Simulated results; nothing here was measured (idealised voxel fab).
A process module follows: voxel capacitor over wiring.
Section cut is 260 nm wide and gridded with 5 nm square cells.
Format of a cross-section: grid, square cells. Given as bands. Order: top down. Band: one or more rows of cells.
This entry defines a band. It first specifies the height of the band's top and the height of its bottom in nm, and then specifies the band's materials from left to right, stating each material with its width in nm. The word "all across" identifies a single material that fills the band from edge to edge, while the word "air" identifies empty space.
For the purposes of this specification, 0 denotes the height below which the wafer in its as-received condition is composed wholly of one material, and the lowermost band, lacking a lower limit, extends downward without end, as expressed in "0..down".
Graded width ("30 to 40"): value in top row of band = first number; value in bottom row = second number; row-to-row change constant.
"remained the same" (step): cross-section cells unchanged, all of them.
Look at "Enclosed void list" for the closed voids: empty spaces with no open path to the top, sized 8 cells or up. Each is width x height at distance, distance from the left edge, all nm.
Step line, after settings: the simulator's comment on this step.
Regarding "overlay nm": on a step with a mask, it is the distance the mask lay to the right of its planned place; a negative value places it to the left.
Each of the pairs that make up the rest of this document says: here is the cross-section before one process step, here is the cross-section after it, drawn only down to the lowest band that changed, and here, under the pair, is the step lying between them with its settings. Different pairs may come from different runs of this module on the same starting wafer, so a pair continues from the pair above it only where its entry headed "State before step" says so.

[State before step]
> 40..35 = aC all across
> 35..15 = aC 70 nm / W 25 nm / aC 65 nm / W 25 nm / aC 75 nm
> 15..10 = aC 70 nm / TiN 25 nm / aC 65 nm / TiN 25 nm / aC 75 nm
> 10..0 = SiO2 all across
> 0..down = Si all across
> Enclosed void list: none

[Section After Processing]
> 35..15 = aC 70 nm / W 25 nm / aC 65 nm / W 25 nm / aC 75 nm
> Note: structure below 15 unchanged.
> Enclosed void list: none
Can you name the step between the two cross-sections above? It is CMP,height nm 35

State before step: just use the after drawing of the pair above as your starting point.

[Section After Processing]
> 40..35 = SiCN all across
> Note: structure below 35 unchanged.
> Enclosed void list: none
Can you name the step between the two cross-sections above? It is CONFORMAL_DEP,material SiCN,thk nm 5

State before step: just use the after drawing of the pair above as your starting point.

[Section After Processing]
> 50..40 = lowk all across
> Note: structure below 40 unchanged.
> Enclosed void list: none
Can you name the step between the two cross-sections above? It is DIRECTIONAL_DEP,material lowk,thk nm 10

State before step: just use the after drawing of the pair above as your starting point.

[Section After Processing]
> 50..40 = lowk 80 nm / air 15 nm / lowk 165 nm
> Note: structure below 40 unchanged.
> Enclosed void list: none
Can you name the step between the two cross-sections above? It is MASKED_ETCH,tone open,mask id PLUG_1,width nm 15,etch materials lowk,depth nm 10,overlay nm 0

State before step: just use the after drawing of the pair above as your starting point.

[Section After Processing]
> 50..40 = lowk 80 nm / air 15 nm / lowk 165 nm
> 40..35 = SiCN 80 nm / air 15 nm / SiCN 165 nm
> Note: structure below 35 unchanged.
> Enclosed void list: none
Can you name the step between the two cross-sections above? It is MASKED_ETCH,tone open,mask id PLUG_1,width nm 15,etch materials SiCN,depth nm 5,overlay nm 0

State before step: just use the after drawing of the pair above as your starting point.

[Section After Processing]
> 50..45 = lowk 80 nm / air 15 nm / lowk 165 nm
> 45..40 = lowk 80 nm / Ru 15 nm / lowk 165 nm
> 40..35 = SiCN 80 nm / Ru 15 nm / SiCN 165 nm
> Note: structure below 35 unchanged.
> Enclosed void list: none
Can you name the step between the two cross-sections above? It is EPI,material Ru,thk nm 10

State before step: just use the after drawing of the pair above as your starting point.

[Section After Processing]
> 50..40 = lowk 80 nm / Ru 15 nm / lowk 165 nm
> Note: structure below 40 unchanged.
> Enclosed void list: none
Can you name the step between the two cross-sections above? It is EPI,material Ru,thk nm 5

State before step: just use the after drawing of the pair above as your starting point.

[Section After Processing]
> 60..50 = TiN all across
> Note: structure below 50 unchanged.
> Enclosed void list: none
Can you name the step between the two cross-sections above? It is DIRECTIONAL_DEP,material TiN,thk nm 10

State before step: just use the after drawing of the pair above as your starting point.

[Section After Processing]
> 65..60 = Al2O3 all across
> Note: structure below 60 unchanged.
> Enclosed void list: none
Can you name the step between the two cross-sections above? It is DIRECTIONAL_DEP,material Al2O3,thk nm 5

State before step: just use the after drawing of the pair above as your starting point.

[Section After Processing]
> 75..65 = TiN all across
> Note: structure below 65 unchanged.
> Enclosed void list: none
Can you name the step between the two cross-sections above? It is DIRECTIONAL_DEP,material TiN,thk nm 10

State before step: just use the after drawing of the pair above as your starting point.

[Section After Processing]
> 95..75 = air 80 nm / resist 70 nm / air 110 nm
> Note: structure below 75 unchanged.
> Enclosed void list: none
Can you name the step between the two cross-sections above? It is PATTERN,tone cover,mask id UPPER_PLATE,material resist,width nm 70,thk nm 20,overlay nm 0

State before step: just use the after drawing of the pair above as your starting point.

[Section After Processing]
> 95..75 = air 80 nm / resist 70 nm / air 110 nm
> 75..65 = air 80 nm / TiN 70 nm / air 110 nm
> Note: structure below 65 unchanged.
> Enclosed void list: none
Can you name the step between the two cross-sections above? It is DIRECTIONAL_ETCH,etch materials TiN,depth nm 10

State before step: just use the after drawing of the pair above as your starting point.

[Section After Processing]
> 95..75 = air 80 nm / resist 70 nm / air 110 nm
> 75..65 = air 80 nm / TiN 70 nm / air 110 nm
> 65..60 = air 80 nm / Al2O3 70 nm / air 110 nm
> Note: structure below 60 unchanged.
> Enclosed void list: none
Can you name the step between the two cross-sections above? It is DIRECTIONAL_ETCH,etch materials Al2O3,depth nm 5

State before step: just use the after drawing of the pair above as your starting point.

[Section After Processing]
> 75..65 = air 80 nm / TiN 70 nm / air 110 nm
> Note: structure below 65 unchanged.
> Enclosed void list: none
Can you name the step between the two cross-sections above? It is STRIP,etch materials resist

State before step: just use the after drawing of the pair above as your starting point.

[Section After Processing]
> 90..75 = air 75 nm / resist 80 nm / air 105 nm
> 75..65 = air 75 nm / resist 5 nm / TiN 70 nm / resist 5 nm / air 105 nm
> 65..60 = air 75 nm / resist 5 nm / Al2O3 70 nm / resist 5 nm / air 105 nm
> Note: structure below 60 unchanged.
> Enclosed void list: none
Can you name the step between the two cross-sections above? It is PATTERN,tone cover,mask id LOWER_PLATE,material resist,width nm 80,thk nm 15,overlay nm 0

State before step: just use the after drawing of the pair above as your starting point.

[Section After Processing]
> 90..75 = air 75 nm / resist 80 nm / air 105 nm
> 75..65 = air 75 nm / resist 5 nm / TiN 70 nm / resist 5 nm / air 105 nm
> 65..60 = air 75 nm / resist 5 nm / Al2O3 70 nm / resist 5 nm / air 105 nm
> 60..50 = air 75 nm / TiN 80 nm / air 105 nm
> Note: structure below 50 unchanged.
> Enclosed void list: none
Can you name the step between the two cross-sections above? It is DIRECTIONAL_ETCH,etch materials TiN,depth nm 10

State before step: just use the after drawing of the pair above as your starting point.

[Section After Processing]
> 75..65 = air 80 nm / TiN 70 nm / air 110 nm
> 65..60 = air 80 nm / Al2O3 70 nm / air 110 nm
> Note: structure below 60 unchanged.
> Enclosed void list: none
Can you name the step between the two cross-sections above? It is STRIP,etch materials resist

State before step: just use the after drawing of the pair above as your starting point.

[Section After Processing]
> 95..75 = SiO2 all across
> 75..65 = SiO2 80 nm / TiN 70 nm / SiO2 110 nm
> 65..60 = SiO2 80 nm / Al2O3 70 nm / SiO2 110 nm
> 60..50 = SiO2 75 nm / TiN 80 nm / SiO2 105 nm
> Note: structure below 50 unchanged.
> Enclosed void list: none
Can you name the step between the two cross-sections above? It is FILL_DEP,material SiO2,thk nm 20

State before step: just use the after drawing of the pair above as your starting point.

[Section After Processing]
> 90..75 = SiO2 all across
> Note: structure below 75 unchanged.
> Enclosed void list: none
Can you name the step between the two cross-sections above? It is CMP,height nm 90

State before step: just use the after drawing of the pair above as your starting point.

[Section After Processing]
> 105..90 = resist 90 nm / air 15 nm / resist 155 nm
> Note: structure below 90 unchanged.
> Enclosed void list: none
Can you name the step between the two cross-sections above? It is PATTERN,tone open,mask id PLUG_2,material resist,width nm 15,thk nm 15,overlay nm 0

State before step: just use the after drawing of the pair above as your starting point.

[Section After Processing]
> 105..90 = resist 90 nm / air 15 nm / resist 155 nm
> 90..75 = SiO2 90 nm / air 15 nm / SiO2 155 nm
> Note: structure below 75 unchanged.
> Enclosed void list: none
Can you name the step between the two cross-sections above? It is DIRECTIONAL_ETCH,etch materials SiO2,depth nm 15

State before step: just use the after drawing of the pair above as your starting point.

[Section After Processing]
> 90..75 = SiO2 90 nm / air 15 nm / SiO2 155 nm
> Note: structure below 75 unchanged.
> Enclosed void list: none
Can you name the step between the two cross-sections above? It is STRIP,etch materials resist

State before step: just use the after drawing of the pair above as your starting point.

[Section After Processing]
> 95..90 = TiN 95 nm / air 5 nm / TiN 160 nm
> 90..80 = SiO2 90 nm / TiN 5 nm / air 5 nm / TiN 5 nm / SiO2 155 nm
> 80..75 = SiO2 90 nm / TiN 15 nm / SiO2 155 nm
> Note: structure below 75 unchanged.
> Enclosed void list: none
Can you name the step between the two cross-sections above? It is CONFORMAL_DEP,material TiN,thk nm 5

State before step: just use the after drawing of the pair above as your starting point.

[Section After Processing]
> 100..95 = W all across
> 95..90 = TiN 95 nm / W 5 nm / TiN 160 nm
> 90..80 = SiO2 90 nm / TiN 5 nm / W 5 nm / TiN 5 nm / SiO2 155 nm
> Note: structure below 80 unchanged.
> Enclosed void list: none
Can you name the step between the two cross-sections above? It is FILL_DEP,material W,thk nm 5

State before step: just use the after drawing of the pair above as your starting point.

[Section After Processing]
> 90..80 = SiO2 90 nm / TiN 5 nm / W 5 nm / TiN 5 nm / SiO2 155 nm
> Note: structure below 80 unchanged.
> Enclosed void list: none
Can you name the step between the two cross-sections above? It is CMP,height nm 90

State before step: just use the after drawing of the pair above as your starting point.

[Section After Processing]
> 95..90 = SiCN all across
> Note: structure below 90 unchanged.
> Enclosed void list: none
Can you name the step between the two cross-sections above? It is CONFORMAL_DEP,material SiCN,thk nm 5

[State before step]
> 50..35 = aC all across
> 35..15 = W all across
> 15..10 = TiN all across
> 10..0 = SiO2 all across
> 0..down = Si all across
> Enclosed void list: none

[Section After Processing]
> 85..50 = resist 70 nm / air 25 nm / resist 65 nm / air 25 nm / resist 75 nm
> Note: structure below 50 unchanged.
> Enclosed void list: none
Can you name the step between the two cross-sections above? It is PATTERN,tone open,mask id METAL_1,material resist,width nm 25,pitch nm 90,thk nm 35,overlay nm 0

State before step: just use the after drawing of the pair above as your starting point.

[Section After Processing]
> 70..50 = resist 70 nm / air 25 nm / resist 65 nm / air 25 nm / resist 75 nm
> 50..35 = aC 70 nm / air 25 nm / aC 65 nm / air 25 nm / aC 75 nm
> Note: structure below 35 unchanged.
> Enclosed void list: none
Can you name the step between the two cross-sections above? It is DIRECTIONAL_ETCH,etch materials aC,depth nm 15

State before step: just use the after drawing of the pair above as your starting point.

[Section After Processing]
> 50..35 = aC 70 nm / air 25 nm / aC 65 nm / air 25 nm / aC 75 nm
> Note: structure below 35 unchanged.
> Enclosed void list: none
Can you name the step between the two cross-sections above? It is STRIP,etch materials resist

State before step: just use the after drawing of the pair above as your starting point.

[Section After Processing]
> 50..35 = aC 70 nm / air 25 nm / aC 65 nm / air 25 nm / aC 75 nm
> 35..15 = W 70 nm / air 25 nm / W 65 nm / air 25 nm / W 75 nm
> Note: structure below 15 unchanged.
> Enclosed void list: none
Can you name the step between the two cross-sections above? It is DIRECTIONAL_ETCH,etch materials W,depth nm 20

State before step: just use the after drawing of the pair above as your starting point.

[Section After Processing]
> 50..35 = aC 70 nm / air 25 nm / aC 65 nm / air 25 nm / aC 75 nm
> 35..15 = W 70 nm / air 25 nm / W 65 nm / air 25 nm / W 75 nm
> 15..10 = TiN 70 nm / air 25 nm / TiN 65 nm / air 25 nm / TiN 75 nm
> Note: structure below 10 unchanged.
> Enclosed void list: none
Can you name the step between the two cross-sections above? It is DIRECTIONAL_ETCH,etch materials TiN,depth nm 5

State before step: just use the after drawing of the pair above as your starting point.

[Section After Processing]
> 35..15 = W 70 nm / air 25 nm / W 65 nm / air 25 nm / W 75 nm
> Note: structure below 15 unchanged.
> Enclosed void list: none
Can you name the step between the two cross-sections above? It is STRIP,etch materials aC

State before step: just use the after drawing of the pair above as your starting point.

[Section After Processing]
> 40..35 = lowk all across
> 35..15 = W 70 nm / lowk 25 nm / W 65 nm / lowk 25 nm / W 75 nm
> 15..10 = TiN 70 nm / lowk 25 nm / TiN 65 nm / lowk 25 nm / TiN 75 nm
> Note: structure below 10 unchanged.
> Enclosed void list: none
Can you name the step between the two cross-sections above? It is FILL_DEP,material lowk,thk nm 5

State before step: just use the after drawing of the pair above as your starting point.

[Section After Processing]
> 35..15 = W 70 nm / lowk 25 nm / W 65 nm / lowk 25 nm / W 75 nm
> Note: structure below 15 unchanged.
> Enclosed void list: none
Can you name the step between the two cross-sections above? It is CMP,height nm 35

State before step: just use the after drawing of the pair above as your starting point.

[Section After Processing]
> 40..35 = SiCN all across
> Note: structure below 35 unchanged.
> Enclosed void list: none
Can you name the step between the two cross-sections above? It is CONFORMAL_DEP,material SiCN,thk nm 5

State before step: just use the after drawing of the pair above as your starting point.

[Section After Processing]
> 50..40 = lowk all across
> Note: structure below 40 unchanged.
> Enclosed void list: none
Can you name the step between the two cross-sections above? It is DIRECTIONAL_DEP,material lowk,thk nm 10

State before step: just use the after drawing of the pair above as your starting point.

[Section After Processing]
> 50..40 = lowk 80 nm / air 15 nm / lowk 165 nm
> Note: structure below 40 unchanged.
> Enclosed void list: none
Can you name the step between the two cross-sections above? It is MASKED_ETCH,tone open,mask id PLUG_1,width nm 15,etch materials lowk,depth nm 10,overlay nm 0

State before step: just use the after drawing of the pair above as your starting point.

[Section After Processing]
> 50..40 = lowk 80 nm / air 15 nm / lowk 165 nm
> 40..35 = SiCN 80 nm / air 15 nm / SiCN 165 nm
> Note: structure below 35 unchanged.
> Enclosed void list: none
Can you name the step between the two cross-sections above? It is MASKED_ETCH,tone open,mask id PLUG_1,width nm 15,etch materials SiCN,depth nm 5,overlay nm 0

State before step: just use the after drawing of the pair above as your starting point.

[Section After Processing]
> 60..50 = TiN 80 nm / air 15 nm / TiN 165 nm
> 50..45 = lowk 80 nm / air 15 nm / lowk 165 nm
> 45..40 = lowk 80 nm / TiN 15 nm / lowk 165 nm
> 40..35 = SiCN 80 nm / TiN 15 nm / SiCN 165 nm
> Note: structure below 35 unchanged.
> Enclosed void list: none
Can you name the step between the two cross-sections above? It is DIRECTIONAL_DEP,material TiN,thk nm 10

State before step: just use the after drawing of the pair above as your starting point.

[Section After Processing]
> 65..60 = Al2O3 80 nm / air 15 nm / Al2O3 165 nm
> 60..50 = TiN 80 nm / air 15 nm / TiN 165 nm
> 50..45 = lowk 80 nm / Al2O3 15 nm / lowk 165 nm
> Note: structure below 45 unchanged.
> Enclosed void list: none
Can you name the step between the two cross-sections above? It is DIRECTIONAL_DEP,material Al2O3,thk nm 5

State before step: just use the after drawing of the pair above as your starting point.

[Section After Processing]
> 75..65 = TiN 80 nm / air 15 nm / TiN 165 nm
> 65..60 = Al2O3 80 nm / air 15 nm / Al2O3 165 nm
> 60..50 = TiN all across
> Note: structure below 50 unchanged.
> Enclosed void list: none
Can you name the step between the two cross-sections above? It is DIRECTIONAL_DEP,material TiN,thk nm 10

State before step: just use the after drawing of the pair above as your starting point.

[Section After Processing]
> 95..75 = air 80 nm / resist 70 nm / air 110 nm
> 75..65 = TiN 80 nm / resist 15 nm / TiN 165 nm
> 65..60 = Al2O3 80 nm / resist 15 nm / Al2O3 165 nm
> Note: structure below 60 unchanged.
> Enclosed void list: none
Can you name the step between the two cross-sections above? It is PATTERN,tone cover,mask id UPPER_PLATE,material resist,width nm 70,thk nm 20,overlay nm 0

State before step: just use the after drawing of the pair above as your starting point.

[Section After Processing]
> 95..75 = air 80 nm / resist 70 nm / air 110 nm
> 75..65 = air 80 nm / resist 15 nm / TiN 55 nm / air 110 nm
> Note: structure below 65 unchanged.
> Enclosed void list: none
Can you name the step between the two cross-sections above? It is DIRECTIONAL_ETCH,etch materials TiN,depth nm 10

State before step: just use the after drawing of the pair above as your starting point.

[Section After Processing]
> 95..75 = air 80 nm / resist 70 nm / air 110 nm
> 75..65 = air 80 nm / resist 15 nm / TiN 55 nm / air 110 nm
> 65..60 = air 80 nm / resist 15 nm / Al2O3 55 nm / air 110 nm
> Note: structure below 60 unchanged.
> Enclosed void list: none
Can you name the step between the two cross-sections above? It is DIRECTIONAL_ETCH,etch materials Al2O3,depth nm 5

State before step: just use the after drawing of the pair above as your starting point.

[Section After Processing]
> 75..65 = air 95 nm / TiN 55 nm / air 110 nm
> 65..60 = air 95 nm / Al2O3 55 nm / air 110 nm
> Note: structure below 60 unchanged.
> Enclosed void list: none
Can you name the step between the two cross-sections above? It is STRIP,etch materials resist

State before step: just use the after drawing of the pair above as your starting point.

[Section After Processing]
> 90..75 = air 75 nm / resist 80 nm / air 105 nm
> 75..65 = air 75 nm / resist 20 nm / TiN 55 nm / resist 5 nm / air 105 nm
> 65..60 = air 75 nm / resist 20 nm / Al2O3 55 nm / resist 5 nm / air 105 nm
> Note: structure below 60 unchanged.
> Enclosed void list: none
Can you name the step between the two cross-sections above? It is PATTERN,tone cover,mask id LOWER_PLATE,material resist,width nm 80,thk nm 15,overlay nm 0

State before step: just use the after drawing of the pair above as your starting point.

[Section After Processing]
> 90..75 = air 75 nm / resist 80 nm / air 105 nm
> 75..65 = air 75 nm / resist 20 nm / TiN 55 nm / resist 5 nm / air 105 nm
> 65..60 = air 75 nm / resist 20 nm / Al2O3 55 nm / resist 5 nm / air 105 nm
> 60..50 = air 75 nm / TiN 80 nm / air 105 nm
> Note: structure below 50 unchanged.
> Enclosed void list: none
Can you name the step between the two cross-sections above? It is DIRECTIONAL_ETCH,etch materials TiN,depth nm 10

State before step: just use the after drawing of the pair above as your starting point.

[Section After Processing]
> 75..65 = air 95 nm / TiN 55 nm / air 110 nm
> 65..60 = air 95 nm / Al2O3 55 nm / air 110 nm
> Note: structure below 60 unchanged.
> Enclosed void list: none
Can you name the step between the two cross-sections above? It is STRIP,etch materials resist

State before step: just use the after drawing of the pair above as your starting point.

[Section After Processing]
> 95..75 = SiO2 all across
> 75..65 = SiO2 95 nm / TiN 55 nm / SiO2 110 nm
> 65..60 = SiO2 95 nm / Al2O3 55 nm / SiO2 110 nm
> 60..50 = SiO2 75 nm / TiN 80 nm / SiO2 105 nm
> Note: structure below 50 unchanged.
> Enclosed void list: none
Can you name the step between the two cross-sections above? It is FILL_DEP,material SiO2,thk nm 20

State before step: just use the after drawing of the pair above as your starting point.

[Section After Processing]
> 90..75 = SiO2 all across
> Note: structure below 75 unchanged.
> Enclosed void list: none
Can you name the step between the two cross-sections above? It is CMP,height nm 90

State before step: just use the after drawing of the pair above as your starting point.

[Section After Processing]
> 105..90 = resist 90 nm / air 15 nm / resist 155 nm
> Note: structure below 90 unchanged.
> Enclosed void list: none
Can you name the step between the two cross-sections above? It is PATTERN,tone open,mask id PLUG_2,material resist,width nm 15,thk nm 15,overlay nm 0

State before step: just use the after drawing of the pair above as your starting point.

[Section After Processing]
> 105..90 = resist 90 nm / air 15 nm / resist 155 nm
> 90..75 = SiO2 90 nm / air 15 nm / SiO2 155 nm
> Note: structure below 75 unchanged.
> Enclosed void list: none
Can you name the step between the two cross-sections above? It is DIRECTIONAL_ETCH,etch materials SiO2,depth nm 15

State before step: just use the after drawing of the pair above as your starting point.

[Section After Processing]
> 90..75 = SiO2 90 nm / air 15 nm / SiO2 155 nm
> Note: structure below 75 unchanged.
> Enclosed void list: none
Can you name the step between the two cross-sections above? It is STRIP,etch materials resist

State before step: just use the after drawing of the pair above as your starting point.

[Section After Processing]
> 95..90 = TiN 95 nm / air 5 nm / TiN 160 nm
> 90..80 = SiO2 90 nm / TiN 5 nm / air 5 nm / TiN 5 nm / SiO2 155 nm
> 80..75 = SiO2 90 nm / TiN 15 nm / SiO2 155 nm
> Note: structure below 75 unchanged.
> Enclosed void list: none
Can you name the step between the two cross-sections above? It is CONFORMAL_DEP,material TiN,thk nm 5

State before step: just use the after drawing of the pair above as your starting point.

[Section After Processing]
> 100..95 = W all across
> 95..90 = TiN 95 nm / W 5 nm / TiN 160 nm
> 90..80 = SiO2 90 nm / TiN 5 nm / W 5 nm / TiN 5 nm / SiO2 155 nm
> Note: structure below 80 unchanged.
> Enclosed void list: none
Can you name the step between the two cross-sections above? It is FILL_DEP,material W,thk nm 5

State before step: just use the after drawing of the pair above as your starting point.

[Section After Processing]
> 90..80 = SiO2 90 nm / TiN 5 nm / W 5 nm / TiN 5 nm / SiO2 155 nm
> Note: structure below 80 unchanged.
> Enclosed void list: none
Can you name the step between the two cross-sections above? It is CMP,height nm 90

State before step: just use the after drawing of the pair above as your starting point.

[Section After Processing]
> 95..90 = SiCN all across
> Note: structure below 90 unchanged.
> Enclosed void list: none
Can you name the step between the two cross-sections above? It is CONFORMAL_DEP,material SiCN,thk nm 5
